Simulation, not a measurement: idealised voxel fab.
process module | voxel gate over fins
cross-section cut | 170 nm wide | cells 5 nm
A cross-section is a grid of square cells, given in bands from the top down. A band is one or more rows of cells.
Each band's line starts with the height of the band's top and of its bottom, in nm. Then come its materials from left to right, each with its width in nm. One material with "throughout" fills the band from edge to edge. "air" is empty space.
Height 0 is the level under which the wafer as received is all one material. The lowest band goes on downwards, as in "0 down".
A width such as "30 to 40" changes by the same amount from each row of cells to the next, from the band's top row to its bottom row.
"no change" after a step means that no cell of the cross-section changed.
closed voids: empty space of 8 cells or more with no open way to the top, each as width x height at its distance from the left edge, in nm
after a step's settings: what the simulator itself notes on the step
overlay nm, on a step with a mask: how far to the right of its planned place the mask lay; to the left if negative
plan
1 op RECEIVE | material Si
2 op CONFORMAL_DEP | material SiN | thk nm 5
3 op DIRECTIONAL_DEP | material aC | thk nm 15
4 op PATTERN | tone cover | mask id FINS | material resist | width nm 15 | pitch nm 50 | thk nm 30 | overlay nm 0
5 op DIRECTIONAL_ETCH | etch materials aC | depth nm 15
6 op STRIP | etch materials resist
7 op DIRECTIONAL_ETCH | etch materials SiN | depth nm 5
8 op DIRECTIONAL_ETCH | etch materials Si | depth nm 30
9 op STRIP | etch materials aC
10 op FILL_DEP | material SiO2 | thk nm 5
11 op CMP | height nm 5
12 op DIRECTIONAL_DEP | material aC | thk nm 10
13 op PATTERN | tone open | mask id RAIL | material resist | width nm 15 | thk nm 30 | overlay nm 0
14 op DIRECTIONAL_ETCH | etch materials aC | depth nm 10
15 op STRIP | etch materials resist
16 op DIRECTIONAL_ETCH | etch materials SiO2 | depth nm 30
17 op STRIP | etch materials aC
18 op CONFORMAL_DEP | material TiN | thk nm 5
19 op FILL_DEP | material W | thk nm 5
20 op CMP | height nm 5
21 op SELECTIVE_ETCH | etch materials W Ru TiN | depth nm 25
22 op FILL_DEP | material SiO2 | thk nm 5
23 op CMP | height nm 5
24 op SELECTIVE_ETCH | etch materials SiO2 | depth nm 20
25 op STRIP | etch materials SiN
26 op CONFORMAL_DEP | material HfO2 | thk nm 5
27 op CONFORMAL_DEP | material TiN | thk nm 5
28 op FILL_DEP | material W | thk nm 10
29 op CMP | height nm 15
30 op CONFORMAL_DEP | material SiN | thk nm 10
as received, after step 1
  0 down: Si throughout
  closed voids: none
first wafer at the end, as planned
  25 to 15: SiN throughout
  15 to 10: W throughout
  10 to 5: W 40 | TiN 35 | W 15 | TiN 35 | W 45
  5 to 0: W 40 | TiN 5 | HfO2 25 | TiN 5 | W 15 | TiN 5 | HfO2 25 | TiN 5 | W 45
  0 to -5: W 40 | TiN 5 | HfO2 5 | Si 15 | HfO2 5 | TiN 5 | W 15 | TiN 5 | HfO2 5 | Si 15 | HfO2 5 | TiN 5 | W 45
  -5 to -10: TiN 45 | HfO2 5 | Si 15 | HfO2 5 | TiN 25 | HfO2 5 | Si 15 | HfO2 5 | TiN 50
  -10 to -15: HfO2 50 | Si 15 | HfO2 35 | Si 15 | HfO2 55
  -15 to -20: SiO2 50 | Si 15 | SiO2 35 | Si 15 | SiO2 55
  -20 to -25: SiO2 50 | Si 15 | SiO2 10 | TiN 15 | SiO2 10 | Si 15 | SiO2 55
  -25 to -30: SiO2 50 | Si 15 | SiO2 35 | Si 15 | SiO2 55
  -30 down: Si throughout
  closed voids: none
second wafer at the end: like start, like plan, one mistake
  25 to 15: SiN throughout
  15 to 10: W throughout
  10 to 5: W 40 | TiN 35 | W 15 | TiN 35 | W 45
  5 to 0: W 40 | TiN 5 | HfO2 25 | TiN 5 | W 15 | TiN 5 | HfO2 25 | TiN 5 | W 45
  0 to -5: W 40 | TiN 5 | HfO2 5 | Si 15 | HfO2 5 | TiN 5 | W 15 | TiN 5 | HfO2 5 | Si 15 | HfO2 5 | TiN 5 | W 45
  -5 to -10: TiN 45 | HfO2 5 | Si 15 | HfO2 5 | TiN 25 | HfO2 5 | Si 15 | HfO2 5 | TiN 50
  -10 to -15: HfO2 50 | Si 15 | HfO2 35 | Si 15 | HfO2 55
  -15 to -20: SiO2 50 | Si 15 | SiO2 35 | Si 15 | SiO2 55
  -20 to -25: SiO2 50 | Si 15 | SiO2 5 | TiN 15 | SiO2 15 | Si 15 | SiO2 55
  -25 to -30: SiO2 50 | Si 15 | SiO2 35 | Si 15 | SiO2 55
  -30 down: Si throughout
  closed voids: none
what went wrong: step 13 ran as: op PATTERN | tone open | mask id RAIL | material resist | width nm 15 | thk nm 30 | overlay nm -5
at the end the second wafer has, in cells: as many of each material as the first, in other places
